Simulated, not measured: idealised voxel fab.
Herein follows the process module entitled voxel released beams.
Section shown: cut. Width: 285 nm. Cell size: 5 nm, square.
Cross-section layout: square cells on a grid; listed as bands, top to bottom; a band spans one or more cell rows. The entry gives the band's vertical extent as a top height and a bottom height in nm, then its horizontal make-up as materials from left to right, each with a width in nm. "empty" stands for empty space; a single material marked "full width" fills the band edge to edge. Height datum 0, below which the as-received substrate wafer is one material. Lowest band open at the bottom, running downward: "0 down". Width spec "30..40" -> top row of cells at first value, bottom row at second value, equal per-row change in between. No cell of the cross-section changed in a step that is given as "remained the same". "Enclosed voids": empty spaces of 8 cells or more with no open way to the top, each given as width x height at distance, distance from the left edge, all in nm. Text after the settings on a step's line: the simulator's own remark on that step. overlay nm: mask offset rightward from planned place, masked step; negative means leftward offset.

The planned process steps are enumerated hereunder
1,RECEIVE, material Si
2,CONFORMAL_DEP, material SiN, thk nm 5
3,DIRECTIONAL_DEP, material SiO2, thk nm 20
4,PATTERN, tone open, mask id ANCHOR, material resist, width nm 30, thk nm 15, overlay nm 0
5,DIRECTIONAL_ETCH, etch materials SiO2, depth nm 20
6,STRIP, etch materials resist
7,CONFORMAL_DEP, material TiN, thk nm 10
8,DIRECTIONAL_DEP, material aC, thk nm 10
9,PATTERN, tone cover, mask id BEAM, material resist, width nm 110, thk nm 25, overlay nm 0
10,DIRECTIONAL_ETCH, etch materials aC, depth nm 10
11,STRIP, etch materials resist
12,DIRECTIONAL_ETCH, etch materials TiN, depth nm 10
13,STRIP, etch materials aC
14,STRIP, etch materials SiO2

Step 1 complete: cross-section of the wafer as received
    0 down: Si full width
    Enclosed voids: none

End state of the module in cross-section, given the above starting point and plan and one mistake in execution
    35 to 25: 80 empty / 20 TiN / 10 empty / 90 TiN / 85 empty
    25 to 15: 90 empty / 10 TiN / 10 empty / 10 TiN / 165 empty
    15 to 5: 90 empty / 30 TiN / 165 empty
    5 to 0: SiN full width
    0 down: Si full width
    Enclosed voids: none
Misprocessing identified: off-plan run, step 9, actual operation and settings PATTERN, tone cover, mask id BEAM, material resist, width nm 120, thk nm 25, overlay nm 0
